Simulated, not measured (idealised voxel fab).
Title: Process Module voxel local oxidation
It is cross-section cut that appears here, measuring 225 nm in width, its square cells being 5 nm in size.
Format of a cross-section: grid, square cells. Given as bands. Order: top down. Band: one or more rows of cells.
Band: top height; bottom height; in nm. Then, left to right: material with width in nm, for each material. "full width": a single material spanning edge to edge. "air": empty space.
Counting heights begins at 0, where everything beneath is, in the wafer as received, one material. The lowest band has no bottom; it goes on downwards, as "0..down" shows.
When a width is written as two numbers, as in "30..40", the first number is the width in the top row of cells of the band and the second is the width in its bottom row, and the width changes by the same amount from each row to the next.
"everything unchanged", as given for a step, is the statement that not any cell of the cross-section underwent a change during that step.
In "Enclosed internal voids" the enclosed voids are listed, meaning empty spaces of 8 cells or larger without any opening to the top. The form is width x height at distance, distance from the left edge, units nm.
Whatever follows a step's settings on its line is a remark the simulator itself makes about that step.
You can add "overlay nm" to a step's line. For a step with a mask, it describes how far the mask lay to the right of its planned position, and a negative number describes a lay to the left.
Here's what the planned process steps look like
1,RECEIVE: material Si
2,OXIDIZE: depth nm 5
3,CONFORMAL_DEP: material SiN, thk nm 15
4,MASKED_ETCH: tone cover, mask id ACTIVE, width nm 95, etch materials SiN, depth nm 15, overlay nm 0
5,SELECTIVE_ETCH: etch materials SiO2, depth nm 5
6,OXIDIZE: depth nm 15
7,STRIP: etch materials SiN
The cross-section here shows the wafer as received, i.e. in its state after step 1
	0..down = Si full width
	Enclosed internal voids: none
End-of-module cross-section. Starting structure and process plan as above; one mistake made in running it
	0..-5 = 70 of air, then 85 of SiO2, then 70 of air
	-5..-30 = 95 of SiO2, then 35 of Si, then 95 of SiO2
	-30..down = Si full width
	Enclosed internal voids: none
Heads up, the wafer didn't run the way we planned it: note that step 6 departed from the planned setting and was carried out as OXIDIZE: depth nm 25
